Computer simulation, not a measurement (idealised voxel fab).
Documented hereafter: the process module known as voxel quadruple lines.
For reference, the cross-section in this document is cut, with width 295 nm and square cells of 5 nm.
Each cross-section below is a grid of square cells, stated as bands in top-down order, with one or more rows of cells making up each band. Heights first: top, then bottom, in nm. Then materials, left to right, each with a width in nm. "all across" on a single material: fills the band edge to edge. "empty": empty space. Where do heights start? At 0: under that level the wafer as delivered is made of one material only. And the lowest band has no floor; it just carries on downward, as in "from 0 down". Think of "30 to 40" as a width that walks from the first number to the second as you go down the band, top row to bottom row, taking equal-sized steps from row to row. It should be understood that the words "remained the same", when stated for a given step, signify that the cross-section underwent no change in any of its cells during that step. What "Unvented internal voids" gives you is every empty space of 8 cells or more that is cut off from the top. Each appears as width x height at distance, with the distance taken from the left edge and width, height and distance all in nm. Step line, after settings: the simulator's comment on this step. For masked steps, "overlay nm" on the step line gives how far right of plan the mask actually lay; a minus sign means it lay to the left.
# Steps planned for the process
1 RECEIVE, material Si
2 CONFORMAL_DEP, material Al2O3, thk nm 5
3 DIRECTIONAL_DEP, material TiN, thk nm 15
4 DIRECTIONAL_DEP, material polySi, thk nm 20
5 DIRECTIONAL_DEP, material aC, thk nm 20
6 PATTERN, tone cover, mask id MANDREL, material resist, width nm 30, thk nm 30, overlay nm 0
7 DIRECTIONAL_ETCH, etch materials aC, depth nm 20
8 STRIP, etch materials resist
9 CONFORMAL_DEP, material SiO2, thk nm 10
10 DIRECTIONAL_ETCH, etch materials SiO2, depth nm 10
11 STRIP, etch materials aC
12 DIRECTIONAL_ETCH, etch materials polySi, depth nm 20
13 STRIP, etch materials SiO2
14 CONFORMAL_DEP, material SiCN, thk nm 10
15 DIRECTIONAL_ETCH, etch materials SiCN, depth nm 10
16 STRIP, etch materials polySi
17 DIRECTIONAL_ETCH, etch materials TiN, depth nm 15
18 STRIP, etch materials SiCN
# Shown in cross-section is the wafer as received, that is, as it stands after step 1
    from 0 down  Si all across
    Unvented internal voids: none
# Module complete - cross-section of the first of two wafers, run according to plan
    from 20 to 5  110 empty, then 10 TiN, then 10 empty, then 10 TiN, then 10 empty, then 10 TiN, then 10 empty, then 10 TiN, then 115 empty
    from 5 to 0  Al2O3 all across
    from 0 down  Si all across
    Unvented internal voids: none
# Cross-sectional view: second of two wafers, end of module; start and plan identical to the first, one mistake in running
    from 20 to 5  100 empty, then 10 TiN, then 10 empty, then 10 TiN, then 10 empty, then 10 TiN, then 10 empty, then 10 TiN, then 125 empty
    from 5 to 0  Al2O3 all across
    from 0 down  Si all across
    Unvented internal voids: none
Finding, execution versus plan: step 6 deviated from plan and actually ran as PATTERN, tone cover, mask id MANDREL, material resist, width nm 30, thk nm 30, overlay nm -10
At the end, the second wafer has the same number of cells of each material as the first, but those cells sit in other places.
